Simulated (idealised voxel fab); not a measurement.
The name of this process module is voxel double patterning.
In the cross-section labelled cut, the width is 245 nm and each square cell is 5 nm.
Heads up, the way a cross-section reads in here is a grid of square cells, handed over as bands from the top down, with every band being one or more rows of cells.
First you get the band's top height and its bottom height, in nm, and then the materials it's made of, left to right, with each width in nm. If you see a single material with "throughout", that one covers the band edge to edge. "air" is empty space.
Height 0 is the level under which the wafer as received is all one material. The lowest band goes on downwards, as in "0 -> down".
Width "30 to 40": first value at the band's top row of cells, second value at its bottom row, equal change from row to row.
"same as before" after a step means that no cell of the cross-section changed.
Voids not open to the top, 8 cells minimum: see "Enclosed void entries". Written width x height at distance; distance is from the left edge; nm.
On each step's line, the part that comes after the settings is the simulator's own comment on the step.
overlay nm: how far to the right of its planned place the mask lay on this masked step (negative: to the left).

Below is the list of planned process steps
1: RECEIVE [material Si]
2: CONFORMAL_DEP [material SiO2] [thk nm 10]
3: DIRECTIONAL_DEP [material W] [thk nm 20]
4: DIRECTIONAL_DEP [material SiCN] [thk nm 10]
5: MASKED_ETCH [tone open] [mask id FIRST] [width nm 15] [pitch nm 50] [etch materials SiCN] [depth nm 10] [overlay nm 0]
6: MASKED_ETCH [tone open] [mask id SECOND] [width nm 15] [etch materials SiCN] [depth nm 10] [overlay nm 0]
7: DIRECTIONAL_ETCH [etch materials W] [depth nm 20]
8: STRIP [etch materials SiCN]

Cross-section, incoming material, after step 1
0 -> down = Si throughout
Enclosed void entries: none

Post-module cross-section of the first of two wafers (run per plan)
30 -> 10 = 90 nm W / 15 nm air / 10 nm W / 15 nm air / 10 nm W / 15 nm air / 90 nm W
10 -> 0 = SiO2 throughout
0 -> down = Si throughout
Enclosed void entries: none

Now the second wafer, cross-sectioned at the end of the module. Nothing different at the start, nothing different in the plan compared with the first, just one mistake when it was actually run
50 -> 30 = 90 nm W / 15 nm air / 10 nm W / 15 nm air / 10 nm W / 15 nm air / 90 nm W
30 -> 10 = W throughout
10 -> 0 = SiO2 throughout
0 -> down = Si throughout
Enclosed void entries: none
Plan not followed: step 3 of the plan saw execution twice
Wrapping up, a cell-based count of both wafers puts the second over or under the first for these materials: 196 more of W
